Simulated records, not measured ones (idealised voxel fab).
The following process module bears the name voxel spacer lines.
Section cut is 290 nm wide and gridded with 5 nm square cells.
Notation: cross-section as square-cell grid; stated in bands, top first, going down; one or more cell rows per band. For a band, the entry starts with two heights in nm, that of the top and then that of the bottom, and carries on with the band's materials in order from left to right, each alongside its width in nm; the word "throughout" beside a single material means it fills the band edge to edge, and "empty" means empty space. Heights are measured from 0, the level below which the as-received wafer is all one material; the lowest band has no bottom and continues downward, written as in "0 -> down". The expression "30..40" gives the width at the extremes of the band, the first number at its top row of cells and the second at its bottom row, with the width changing by equal amounts from each row to the next in between. No cell of the cross-section changed in a step that is given as "changes: none". In the "Sealed void list" entry, you get each enclosed empty space of 8 cells or more, one with no open way to the top, written width x height at distance, distance from the left edge, in nm. Past the settings on a step's line: simulator remark, on that step. Steps that use a mask can have "overlay nm" on their line. It says how far the mask sat to the right of where it was meant to be. Negative means to the left.

Process steps - plan
step 1: RECEIVE: material Si
step 2: CONFORMAL_DEP: material Al2O3, thk nm 10
step 3: DIRECTIONAL_DEP: material W, thk nm 15
step 4: DIRECTIONAL_DEP: material aC, thk nm 25
step 5: PATTERN: tone cover, mask id MANDREL, material resist, width nm 25, pitch nm 80, thk nm 30, overlay nm 0
step 6: DIRECTIONAL_ETCH: etch materials aC, depth nm 25
step 7: STRIP: etch materials resist
step 8: CONFORMAL_DEP: material SiN, thk nm 15
step 9: DIRECTIONAL_ETCH: etch materials SiN, depth nm 15
step 10: STRIP: etch materials aC
step 11: DIRECTIONAL_ETCH: etch materials W, depth nm 15
step 12: STRIP: etch materials SiN

Cross-section, incoming material, after step 1
    0 -> down: Si throughout
    Sealed void list: none

Sectioned view, first of two wafers, at the close of the module, processed as intended in the plan
    25 -> 10: empty: 75 | W: 15 | empty: 25 | W: 15 | empty: 25 | W: 15 | empty: 25 | W: 15 | empty: 80
    10 -> 0: Al2O3 throughout
    0 -> down: Si throughout
    Sealed void list: none

Now the second wafer, cross-sectioned at the end of the module. Nothing different at the start, nothing different in the plan compared with the first, just one mistake when it was actually run
    35 -> 10: aC throughout
    10 -> 0: Al2O3 throughout
    0 -> down: Si throughout
    Sealed void list: none
The plan and the run diverged here: ran 3 and 4 in swapped order versus the plan
Looking at both finished wafers in cells, the second ends up ahead of or behind the first on some materials: -36 W; +290 aC
